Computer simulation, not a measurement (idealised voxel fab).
Process module, titled voxel tone inversion
FYI the section here is cut, 200 nm wide, cells are 5 nm squares.
A cross-section is a grid of square cells, given in bands from the top down. A band is one or more rows of cells. First you get the band's top height and its bottom height, in nm, and then the materials it's made of, left to right, with each width in nm. If you see a single material with "all across", that one covers the band edge to edge. "empty" is empty space. For the purposes of this specification, 0 denotes the height below which the wafer in its as-received condition is composed wholly of one material, and the lowermost band, lacking a lower limit, extends downward without end, as expressed in "top 0, no bottom". The width entry "30->40" should be interpreted row by row: the top row of cells in the band takes the first number, the bottom row takes the second number, and the change between adjacent rows is uniform throughout. Step note "nothing altered" = no cross-section cell changed. Listed in "Entrapped voids": every empty space of 8 or more cells without an open way to the top. Form: width x height at distance, the distance being from the left edge, all in nm. On each step's line, the part that comes after the settings is the simulator's own comment on the step. If you see "overlay nm" on a step's line and that step has a mask, it's telling you how far right of where it was planned the mask ended up; a negative number means it went left instead.

PROCESS STEPS FORESEEN IN THE PLAN
1 RECEIVE | material Si
2 CONFORMAL_DEP | material SiN | thk nm 5
3 DIRECTIONAL_DEP | material aC | thk nm 25
4 PATTERN | tone cover | mask id POSTS | material resist | width nm 25 | pitch nm 50 | thk nm 35 | overlay nm 0
5 DIRECTIONAL_ETCH | etch materials aC | depth nm 25
6 STRIP | etch materials resist
7 FILL_DEP | material SiO2 | thk nm 10
8 CMP | height nm 30
9 STRIP | etch materials aC
10 CONFORMAL_DEP | material TiN | thk nm 5
11 FILL_DEP | material Cu | thk nm 5
12 CMP | height nm 30
13 CONFORMAL_DEP | material SiN | thk nm 5

STEP 1 COMPLETE: CROSS-SECTION OF THE WAFER AS RECEIVED
top 0, no bottom: Si all across
Entrapped voids: none

THE MODULE WAS RUN FROM THE START SHOWN ABOVE USING THE PLAN SHOWN ABOVE, BUT ONE MISTAKE WAS MADE DOING IT; THE RESULTING WAFER CROSS-SECTION IS BELOW
top 35, bottom 30: SiN all across
top 30, bottom 10: SiO2 65 / TiN 5 / Cu 10 / TiN 5 / SiO2 30 / TiN 5 / Cu 10 / TiN 5 / SiO2 65
top 10, bottom 5: SiO2 65 / TiN 20 / SiO2 30 / TiN 20 / SiO2 65
top 5, bottom 0: SiN all across
top 0, no bottom: Si all across
Entrapped voids: none
Misprocessing identified: step 4 did not use the planned setting and instead ran as PATTERN | tone cover | mask id POSTS | material resist | width nm 20 | pitch nm 50 | thk nm 35 | overlay nm 0
